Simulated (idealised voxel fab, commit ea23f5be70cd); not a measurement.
process module | voxel transistor to metal
cross-section cut | 210 nm wide | cells 5 nm
A cross-section is a grid of square cells, given in bands from the top down. A band is one or more rows of cells.
Each band's line starts with the height of the band's top and of its bottom, in nm. Then come its materials from left to right, each with its width in nm. One material with "throughout" fills the band from edge to edge. "air" is empty space.
Height 0 is the level under which the wafer as received is all one material. The lowest band goes on downwards, as in "0 down".
A width such as "30 to 40" changes by the same amount from each row of cells to the next, from the band's top row to its bottom row.
"no change" after a step means that no cell of the cross-section changed.
closed voids: empty space of 8 cells or more with no open way to the top, each as width x height at its distance from the left edge, in nm
after a step's settings: what the simulator itself notes on the step
overlay nm, on a step with a mask: how far to the right of its planned place the mask lay; to the left if negative
plan
1 op RECEIVE | material Si
2 op CONFORMAL_DEP | material SiO2 | thk nm 5
3 op CONFORMAL_DEP | material SiN | thk nm 15
4 op PATTERN | tone cover | mask id ACTIVE | material resist | width nm 115 | thk nm 15 | overlay nm 0
5 op DIRECTIONAL_ETCH | etch materials SiN | depth nm 15
6 op DIRECTIONAL_ETCH | etch materials SiO2 | depth nm 5
7 op DIRECTIONAL_ETCH | etch materials Si | depth nm 20
8 op STRIP | etch materials resist
9 op FILL_DEP | material SiO2 | thk nm 10
10 op CMP | height nm 20
11 op SELECTIVE_ETCH | etch materials SiO2 | depth nm 15
12 op STRIP | etch materials SiN
13 op SELECTIVE_ETCH | etch materials SiO2 | depth nm 5
14 op OXIDIZE | depth nm 5
15 op DIRECTIONAL_DEP | material polySi | thk nm 25
16 op DIRECTIONAL_DEP | material SiCN | thk nm 10
17 op PATTERN | tone cover | mask id GATE | material resist | width nm 25 | thk nm 20 | overlay nm 0
18 op DIRECTIONAL_ETCH | etch materials SiCN | depth nm 20
19 op DIRECTIONAL_ETCH | etch materials polySi | depth nm 35
20 op STRIP | etch materials resist
21 op CONFORMAL_DEP | material SiO2 | thk nm 5
22 op DIRECTIONAL_ETCH | etch materials SiO2 | depth nm 5
23 op CONFORMAL_DEP | material SiN | thk nm 10
24 op DIRECTIONAL_ETCH | etch materials SiN | depth nm 10
25 op DIRECTIONAL_ETCH | etch materials SiO2 | depth nm 5
26 op DIRECTIONAL_ETCH | etch materials Si | depth nm 15
27 op EPI | material pSi | thk nm 20
28 op FILL_DEP | material SiO2 | thk nm 10
29 op CMP | height nm 35
30 op DIRECTIONAL_DEP | material SiO2 | thk nm 15
31 op DIRECTIONAL_DEP | material aC | thk nm 15
32 op PATTERN | tone open | mask id CONTACT | material resist | width nm 30 | pitch nm 65 | thk nm 30 | overlay nm 0
33 op DIRECTIONAL_ETCH | etch materials aC | depth nm 15
34 op STRIP | etch materials resist
35 op DIRECTIONAL_ETCH | etch materials SiO2 | depth nm 35
36 op STRIP | etch materials aC
37 op CONFORMAL_DEP | material TiN | thk nm 5
38 op FILL_DEP | material W | thk nm 10
39 op CMP | height nm 50
40 op CONFORMAL_DEP | material SiCN | thk nm 5
41 op DIRECTIONAL_DEP | material lowk | thk nm 20
42 op DIRECTIONAL_DEP | material aC | thk nm 10
43 op PATTERN | tone open | mask id METAL_1 | material resist | width nm 15 | pitch nm 80 | thk nm 30 | overlay nm 0
44 op DIRECTIONAL_ETCH | etch materials aC | depth nm 10
45 op STRIP | etch materials resist
46 op DIRECTIONAL_ETCH | etch materials lowk | depth nm 20
47 op DIRECTIONAL_ETCH | etch materials SiCN | depth nm 5
48 op STRIP | etch materials aC
49 op CONFORMAL_DEP | material TiN | thk nm 5
50 op FILL_DEP | material W | thk nm 10
51 op CMP | height nm 75
52 op EPI | material Ru | thk nm 5
53 op FILL_DEP | material SiCN | thk nm 5
54 op DIRECTIONAL_DEP | material SiO2 | thk nm 30
55 op PATTERN | tone open | mask id METAL_2 | material resist | width nm 15 | pitch nm 80 | thk nm 20 | overlay nm 0
56 op DIRECTIONAL_ETCH | etch materials SiO2 | depth nm 20
57 op STRIP | etch materials resist
58 op MASKED_ETCH | tone open | mask id METAL_2_HOLES | width nm 15 | pitch nm 80 | etch materials SiO2 | depth nm 10 | overlay nm 0
59 op MASKED_ETCH | tone open | mask id METAL_2_HOLES | width nm 15 | pitch nm 80 | etch materials SiCN | depth nm 5 | overlay nm 0
60 op CONFORMAL_DEP | material TiN | thk nm 5
61 op FILL_DEP | material Cu | thk nm 10
62 op CMP | height nm 115
63 op CONFORMAL_DEP | material SiN | thk nm 5
first wafer, as planned
as received, after step 1
  0 down: Si throughout
  closed voids: none
after step 2
  5 to 0: SiO2 throughout
  below 0: unchanged
after step 3
  20 to 5: SiN throughout
  below 5: unchanged
after step 4
  35 to 20: air 45 | resist 115 | air 50
  below 20: unchanged
after step 5
  35 to 20: air 45 | resist 115 | air 50
  20 to 5: air 45 | SiN 115 | air 50
  below 5: unchanged
after step 6
  35 to 20: air 45 | resist 115 | air 50
  20 to 5: air 45 | SiN 115 | air 50
  5 to 0: air 45 | SiO2 115 | air 50
  below 0: unchanged
after step 7
  35 to 20: air 45 | resist 115 | air 50
  20 to 5: air 45 | SiN 115 | air 50
  5 to 0: air 45 | SiO2 115 | air 50
  0 to -20: air 45 | Si 115 | air 50
  below -20: unchanged
after step 8
  20 to 5: air 45 | SiN 115 | air 50
  below 5: unchanged
after step 9
  30 to 20: SiO2 throughout
  20 to 5: SiO2 45 | SiN 115 | SiO2 50
  5 to 0: SiO2 throughout
  0 to -20: SiO2 45 | Si 115 | SiO2 50
  below -20: unchanged
after step 10
  20 to 5: SiO2 45 | SiN 115 | SiO2 50
  below 5: unchanged
after step 11
  20 to 5: air 45 | SiN 115 | air 50
  below 5: unchanged
after step 12
  5 to 0: SiO2 throughout
  below 0: unchanged
after step 13
  0 to -20: SiO2 45 | Si 115 | SiO2 50
  below -20: unchanged
after step 14
  0 to -5: SiO2 throughout
  below -5: unchanged
after step 15
  25 to 0: polySi throughout
  below 0: unchanged
after step 16
  35 to 25: SiCN throughout
  below 25: unchanged
after step 17
  55 to 35: air 90 | resist 25 | air 95
  below 35: unchanged
after step 18
  55 to 35: air 90 | resist 25 | air 95
  35 to 25: air 90 | SiCN 25 | air 95
  below 25: unchanged
after step 19
  55 to 35: air 90 | resist 25 | air 95
  35 to 25: air 90 | SiCN 25 | air 95
  25 to 0: air 90 | polySi 25 | air 95
  below 0: unchanged
after step 20
  35 to 25: air 90 | SiCN 25 | air 95
  below 25: unchanged
after step 21
  40 to 35: air 85 | SiO2 35 | air 90
  35 to 25: air 85 | SiO2 5 | SiCN 25 | SiO2 5 | air 90
  25 to 5: air 85 | SiO2 5 | polySi 25 | SiO2 5 | air 90
  5 to 0: SiO2 90 | polySi 25 | SiO2 95
  below 0: unchanged
after step 22
  35 to 25: air 85 | SiO2 5 | SiCN 25 | SiO2 5 | air 90
  25 to 0: air 85 | SiO2 5 | polySi 25 | SiO2 5 | air 90
  below 0: unchanged
after step 23
  45 to 35: air 75 | SiN 55 | air 80
  35 to 25: air 75 | SiN 10 | SiO2 5 | SiCN 25 | SiO2 5 | SiN 10 | air 80
  25 to 10: air 75 | SiN 10 | SiO2 5 | polySi 25 | SiO2 5 | SiN 10 | air 80
  10 to 0: SiN 85 | SiO2 5 | polySi 25 | SiO2 5 | SiN 90
  below 0: unchanged
after step 24
  35 to 25: air 75 | SiN 10 | SiO2 5 | SiCN 25 | SiO2 5 | SiN 10 | air 80
  25 to 0: air 75 | SiN 10 | SiO2 5 | polySi 25 | SiO2 5 | SiN 10 | air 80
  below 0: unchanged
after step 25
  35 to 30: air 75 | SiN 10 | air 5 | SiCN 25 | air 5 | SiN 10 | air 80
  30 to 25: air 75 | SiN 10 | SiO2 5 | SiCN 25 | SiO2 5 | SiN 10 | air 80
  25 to 0: air 75 | SiN 10 | SiO2 5 | polySi 25 | SiO2 5 | SiN 10 | air 80
  0 to -5: air 75 | SiO2 55 | air 80
  below -5: unchanged
after step 26
  35 to 30: air 75 | SiN 10 | air 5 | SiCN 25 | air 5 | SiN 10 | air 80
  30 to 25: air 75 | SiN 10 | SiO2 5 | SiCN 25 | SiO2 5 | SiN 10 | air 80
  25 to 0: air 75 | SiN 10 | SiO2 5 | polySi 25 | SiO2 5 | SiN 10 | air 80
  0 to -5: air 75 | SiO2 55 | air 80
  -5 to -20: SiO2 45 | air 30 | Si 55 | air 30 | SiO2 50
  below -20: unchanged
after step 27
  35 to 30: air 75 | SiN 10 | air 5 | SiCN 25 | air 5 | SiN 10 | air 80
  30 to 25: air 75 | SiN 10 | SiO2 5 | SiCN 25 | SiO2 5 | SiN 10 | air 80
  25 to 15: air 75 | SiN 10 | SiO2 5 | polySi 25 | SiO2 5 | SiN 10 | air 80
  15 to 0: air 55 | pSi 20 | SiN 10 | SiO2 5 | polySi 25 | SiO2 5 | SiN 10 | pSi 20 | air 60
  0 to -5: air 40 | pSi 35 | SiO2 55 | pSi 35 | air 45
  -5 to -20: SiO2 45 | pSi 30 | Si 55 | pSi 30 | SiO2 50
  below -20: unchanged
after step 28
  45 to 35: SiO2 throughout
  35 to 25: SiO2 75 | SiN 10 | SiO2 5 | SiCN 25 | SiO2 5 | SiN 10 | SiO2 80
  25 to 15: SiO2 75 | SiN 10 | SiO2 5 | polySi 25 | SiO2 5 | SiN 10 | SiO2 80
  15 to 0: SiO2 55 | pSi 20 | SiN 10 | SiO2 5 | polySi 25 | SiO2 5 | SiN 10 | pSi 20 | SiO2 60
  0 to -5: SiO2 40 | pSi 35 | SiO2 55 | pSi 35 | SiO2 45
  below -5: unchanged
after step 29
  35 to 25: SiO2 75 | SiN 10 | SiO2 5 | SiCN 25 | SiO2 5 | SiN 10 | SiO2 80
  below 25: unchanged
after step 30
  50 to 35: SiO2 throughout
  below 35: unchanged
after step 31
  65 to 50: aC throughout
  below 50: unchanged
after step 32
  95 to 65: resist 55 | air 30 | resist 35 | air 30 | resist 60
  below 65: unchanged
after step 33
  80 to 65: resist 55 | air 30 | resist 35 | air 30 | resist 60
  65 to 50: aC 55 | air 30 | aC 35 | air 30 | aC 60
  below 50: unchanged
after step 34
  65 to 50: aC 55 | air 30 | aC 35 | air 30 | aC 60
  below 50: unchanged
after step 35
  65 to 50: aC 55 | air 30 | aC 35 | air 30 | aC 60
  50 to 35: SiO2 55 | air 30 | SiO2 35 | air 30 | SiO2 60
  35 to 25: SiO2 55 | air 20 | SiN 10 | SiO2 5 | SiCN 25 | SiO2 5 | SiN 10 | air 20 | SiO2 60
  25 to 15: SiO2 55 | air 20 | SiN 10 | SiO2 5 | polySi 25 | SiO2 5 | SiN 10 | air 20 | SiO2 60
  below 15: unchanged
after step 36
  50 to 35: SiO2 55 | air 30 | SiO2 35 | air 30 | SiO2 60
  below 35: unchanged
after step 37
  55 to 50: TiN 60 | air 20 | TiN 45 | air 20 | TiN 65
  50 to 40: SiO2 55 | TiN 5 | air 20 | TiN 5 | SiO2 35 | TiN 5 | air 20 | TiN 5 | SiO2 60
  40 to 35: SiO2 55 | TiN 5 | air 10 | TiN 15 | SiO2 35 | TiN 15 | air 10 | TiN 5 | SiO2 60
  35 to 25: SiO2 55 | TiN 5 | air 10 | TiN 5 | SiN 10 | SiO2 5 | SiCN 25 | SiO2 5 | SiN 10 | TiN 5 | air 10 | TiN 5 | SiO2 60
  25 to 20: SiO2 55 | TiN 5 | air 10 | TiN 5 | SiN 10 | SiO2 5 | polySi 25 | SiO2 5 | SiN 10 | TiN 5 | air 10 | TiN 5 | SiO2 60
  20 to 15: SiO2 55 | TiN 20 | SiN 10 | SiO2 5 | polySi 25 | SiO2 5 | SiN 10 | TiN 20 | SiO2 60
  below 15: unchanged
after step 38
  65 to 55: W throughout
  55 to 50: TiN 60 | W 20 | TiN 45 | W 20 | TiN 65
  50 to 40: SiO2 55 | TiN 5 | W 20 | TiN 5 | SiO2 35 | TiN 5 | W 20 | TiN 5 | SiO2 60
  40 to 35: SiO2 55 | TiN 5 | W 10 | TiN 15 | SiO2 35 | TiN 15 | W 10 | TiN 5 | SiO2 60
  35 to 25: SiO2 55 | TiN 5 | W 10 | TiN 5 | SiN 10 | SiO2 5 | SiCN 25 | SiO2 5 | SiN 10 | TiN 5 | W 10 | TiN 5 | SiO2 60
  25 to 20: SiO2 55 | TiN 5 | W 10 | TiN 5 | SiN 10 | SiO2 5 | polySi 25 | SiO2 5 | SiN 10 | TiN 5 | W 10 | TiN 5 | SiO2 60
  below 20: unchanged
after step 39
  50 to 40: SiO2 55 | TiN 5 | W 20 | TiN 5 | SiO2 35 | TiN 5 | W 20 | TiN 5 | SiO2 60
  below 40: unchanged
after step 40
  55 to 50: SiCN throughout
  below 50: unchanged
after step 41
  75 to 55: lowk throughout
  below 55: unchanged
after step 42
  85 to 75: aC throughout
  below 75: unchanged
after step 43
  115 to 85: resist 55 | air 15 | resist 65 | air 15 | resist 60
  below 85: unchanged
after step 44
  105 to 85: resist 55 | air 15 | resist 65 | air 15 | resist 60
  85 to 75: aC 55 | air 15 | aC 65 | air 15 | aC 60
  below 75: unchanged
after step 45
  85 to 75: aC 55 | air 15 | aC 65 | air 15 | aC 60
  below 75: unchanged
after step 46
  85 to 75: aC 55 | air 15 | aC 65 | air 15 | aC 60
  75 to 55: lowk 55 | air 15 | lowk 65 | air 15 | lowk 60
  below 55: unchanged
after step 47
  85 to 75: aC 55 | air 15 | aC 65 | air 15 | aC 60
  75 to 55: lowk 55 | air 15 | lowk 65 | air 15 | lowk 60
  55 to 50: SiCN 55 | air 15 | SiCN 65 | air 15 | SiCN 60
  below 50: unchanged
after step 48
  75 to 55: lowk 55 | air 15 | lowk 65 | air 15 | lowk 60
  below 55: unchanged
after step 49
  80 to 75: TiN 60 | air 5 | TiN 75 | air 5 | TiN 65
  75 to 55: lowk 55 | TiN 5 | air 5 | TiN 5 | lowk 65 | TiN 5 | air 5 | TiN 5 | lowk 60
  55 to 50: SiCN 55 | TiN 15 | SiCN 65 | TiN 15 | SiCN 60
  below 50: unchanged
after step 50
  90 to 80: W throughout
  80 to 75: TiN 60 | W 5 | TiN 75 | W 5 | TiN 65
  75 to 55: lowk 55 | TiN 5 | W 5 | TiN 5 | lowk 65 | TiN 5 | W 5 | TiN 5 | lowk 60
  below 55: unchanged
after step 51
  75 to 55: lowk 55 | TiN 5 | W 5 | TiN 5 | lowk 65 | TiN 5 | W 5 | TiN 5 | lowk 60
  below 55: unchanged
after step 52
  80 to 75: air 50 | Ru 25 | air 55 | Ru 25 | air 55
  below 75: unchanged
after step 53
  85 to 80: SiCN throughout
  80 to 75: SiCN 50 | Ru 25 | SiCN 55 | Ru 25 | SiCN 55
  below 75: unchanged
after step 54
  115 to 85: SiO2 throughout
  below 85: unchanged
after step 55
  135 to 115: resist 55 | air 15 | resist 65 | air 15 | resist 60
  below 115: unchanged
after step 56
  135 to 115: resist 55 | air 15 | resist 65 | air 15 | resist 60
  115 to 95: SiO2 55 | air 15 | SiO2 65 | air 15 | SiO2 60
  below 95: unchanged
after step 57
  115 to 95: SiO2 55 | air 15 | SiO2 65 | air 15 | SiO2 60
  below 95: unchanged
after step 58
  115 to 85: SiO2 55 | air 15 | SiO2 65 | air 15 | SiO2 60
  below 85: unchanged
after step 59
  115 to 85: SiO2 55 | air 15 | SiO2 65 | air 15 | SiO2 60
  85 to 80: SiCN 55 | air 15 | SiCN 65 | air 15 | SiCN 60
  below 80: unchanged
after step 60
  120 to 115: TiN 60 | air 5 | TiN 75 | air 5 | TiN 65
  115 to 85: SiO2 55 | TiN 5 | air 5 | TiN 5 | SiO2 65 | TiN 5 | air 5 | TiN 5 | SiO2 60
  85 to 80: SiCN 55 | TiN 15 | SiCN 65 | TiN 15 | SiCN 60
  below 80: unchanged
after step 61
  130 to 120: Cu throughout
  120 to 115: TiN 60 | Cu 5 | TiN 75 | Cu 5 | TiN 65
  115 to 85: SiO2 55 | TiN 5 | Cu 5 | TiN 5 | SiO2 65 | TiN 5 | Cu 5 | TiN 5 | SiO2 60
  below 85: unchanged
after step 62
  115 to 85: SiO2 55 | TiN 5 | Cu 5 | TiN 5 | SiO2 65 | TiN 5 | Cu 5 | TiN 5 | SiO2 60
  below 85: unchanged
after step 63
  120 to 115: SiN throughout
  below 115: unchanged
second wafer: like start, like plan, one mistake. Through step 29 it matches the first wafer
when step 30 should have ended
  65 to 35: SiO2 throughout
  below 35: unchanged
when step 31 should have ended
  80 to 65: aC throughout
  below 65: unchanged
when step 32 should have ended
  110 to 80: resist 55 | air 30 | resist 35 | air 30 | resist 60
  below 80: unchanged
when step 33 should have ended
  95 to 80: resist 55 | air 30 | resist 35 | air 30 | resist 60
  80 to 65: aC 55 | air 30 | aC 35 | air 30 | aC 60
  below 65: unchanged
when step 34 should have ended
  80 to 65: aC 55 | air 30 | aC 35 | air 30 | aC 60
  below 65: unchanged
when step 35 should have ended
  80 to 65: aC 55 | air 30 | aC 35 | air 30 | aC 60
  65 to 35: SiO2 55 | air 30 | SiO2 35 | air 30 | SiO2 60
  35 to 30: SiO2 55 | air 20 | SiN 10 | SiO2 5 | SiCN 25 | SiO2 5 | SiN 10 | air 20 | SiO2 60
  below 30: unchanged
when step 36 should have ended
  65 to 35: SiO2 55 | air 30 | SiO2 35 | air 30 | SiO2 60
  below 35: unchanged
when step 37 should have ended
  70 to 65: TiN 60 | air 20 | TiN 45 | air 20 | TiN 65
  65 to 40: SiO2 55 | TiN 5 | air 20 | TiN 5 | SiO2 35 | TiN 5 | air 20 | TiN 5 | SiO2 60
  40 to 35: SiO2 55 | TiN 5 | air 10 | TiN 15 | SiO2 35 | TiN 15 | air 10 | TiN 5 | SiO2 60
  35 to 30: SiO2 55 | TiN 20 | SiN 10 | SiO2 5 | SiCN 25 | SiO2 5 | SiN 10 | TiN 20 | SiO2 60
  below 30: unchanged
when step 38 should have ended
  80 to 70: W throughout
  70 to 65: TiN 60 | W 20 | TiN 45 | W 20 | TiN 65
  65 to 40: SiO2 55 | TiN 5 | W 20 | TiN 5 | SiO2 35 | TiN 5 | W 20 | TiN 5 | SiO2 60
  40 to 35: SiO2 55 | TiN 5 | W 10 | TiN 15 | SiO2 35 | TiN 15 | W 10 | TiN 5 | SiO2 60
  below 35: unchanged
when step 39 should have ended
  50 to 40: SiO2 55 | TiN 5 | W 20 | TiN 5 | SiO2 35 | TiN 5 | W 20 | TiN 5 | SiO2 60
  below 40: unchanged
when step 40 should have ended
  55 to 50: SiCN throughout
  below 50: unchanged
when step 41 should have ended
  75 to 55: lowk throughout
  below 55: unchanged
when step 42 should have ended
  85 to 75: aC throughout
  below 75: unchanged
when step 43 should have ended
  115 to 85: resist 55 | air 15 | resist 65 | air 15 | resist 60
  below 85: unchanged
when step 44 should have ended
  105 to 85: resist 55 | air 15 | resist 65 | air 15 | resist 60
  85 to 75: aC 55 | air 15 | aC 65 | air 15 | aC 60
  below 75: unchanged
when step 45 should have ended
  85 to 75: aC 55 | air 15 | aC 65 | air 15 | aC 60
  below 75: unchanged
when step 46 should have ended
  85 to 75: aC 55 | air 15 | aC 65 | air 15 | aC 60
  75 to 55: lowk 55 | air 15 | lowk 65 | air 15 | lowk 60
  below 55: unchanged
when step 47 should have ended
  85 to 75: aC 55 | air 15 | aC 65 | air 15 | aC 60
  75 to 55: lowk 55 | air 15 | lowk 65 | air 15 | lowk 60
  55 to 50: SiCN 55 | air 15 | SiCN 65 | air 15 | SiCN 60
  below 50: unchanged
when step 48 should have ended
  75 to 55: lowk 55 | air 15 | lowk 65 | air 15 | lowk 60
  below 55: unchanged
when step 49 should have ended
  80 to 75: TiN 60 | air 5 | TiN 75 | air 5 | TiN 65
  75 to 55: lowk 55 | TiN 5 | air 5 | TiN 5 | lowk 65 | TiN 5 | air 5 | TiN 5 | lowk 60
  55 to 50: SiCN 55 | TiN 15 | SiCN 65 | TiN 15 | SiCN 60
  below 50: unchanged
when step 50 should have ended
  90 to 80: W throughout
  80 to 75: TiN 60 | W 5 | TiN 75 | W 5 | TiN 65
  75 to 55: lowk 55 | TiN 5 | W 5 | TiN 5 | lowk 65 | TiN 5 | W 5 | TiN 5 | lowk 60
  below 55: unchanged
when step 51 should have ended
  75 to 55: lowk 55 | TiN 5 | W 5 | TiN 5 | lowk 65 | TiN 5 | W 5 | TiN 5 | lowk 60
  below 55: unchanged
when step 52 should have ended
  80 to 75: air 50 | Ru 25 | air 55 | Ru 25 | air 55
  below 75: unchanged
when step 53 should have ended
  85 to 80: SiCN throughout
  80 to 75: SiCN 50 | Ru 25 | SiCN 55 | Ru 25 | SiCN 55
  below 75: unchanged
when step 54 should have ended
  115 to 85: SiO2 throughout
  below 85: unchanged
when step 55 should have ended
  135 to 115: resist 55 | air 15 | resist 65 | air 15 | resist 60
  below 115: unchanged
when step 56 should have ended
  135 to 115: resist 55 | air 15 | resist 65 | air 15 | resist 60
  115 to 95: SiO2 55 | air 15 | SiO2 65 | air 15 | SiO2 60
  below 95: unchanged
when step 57 should have ended
  115 to 95: SiO2 55 | air 15 | SiO2 65 | air 15 | SiO2 60
  below 95: unchanged
when step 58 should have ended
  115 to 85: SiO2 55 | air 15 | SiO2 65 | air 15 | SiO2 60
  below 85: unchanged
when step 59 should have ended
  115 to 85: SiO2 55 | air 15 | SiO2 65 | air 15 | SiO2 60
  85 to 80: SiCN 55 | air 15 | SiCN 65 | air 15 | SiCN 60
  below 80: unchanged
when step 60 should have ended
  120 to 115: TiN 60 | air 5 | TiN 75 | air 5 | TiN 65
  115 to 85: SiO2 55 | TiN 5 | air 5 | TiN 5 | SiO2 65 | TiN 5 | air 5 | TiN 5 | SiO2 60
  85 to 80: SiCN 55 | TiN 15 | SiCN 65 | TiN 15 | SiCN 60
  below 80: unchanged
when step 61 should have ended
  130 to 120: Cu throughout
  120 to 115: TiN 60 | Cu 5 | TiN 75 | Cu 5 | TiN 65
  115 to 85: SiO2 55 | TiN 5 | Cu 5 | TiN 5 | SiO2 65 | TiN 5 | Cu 5 | TiN 5 | SiO2 60
  below 85: unchanged
when step 62 should have ended
  115 to 85: SiO2 55 | TiN 5 | Cu 5 | TiN 5 | SiO2 65 | TiN 5 | Cu 5 | TiN 5 | SiO2 60
  below 85: unchanged
when step 63 should have ended
  120 to 115: SiN throughout
  below 115: unchanged
what went wrong: step 30 was run twice
at the end the second wafer has, in cells: 24 more of SiO2 | 12 fewer of TiN | 12 fewer of W
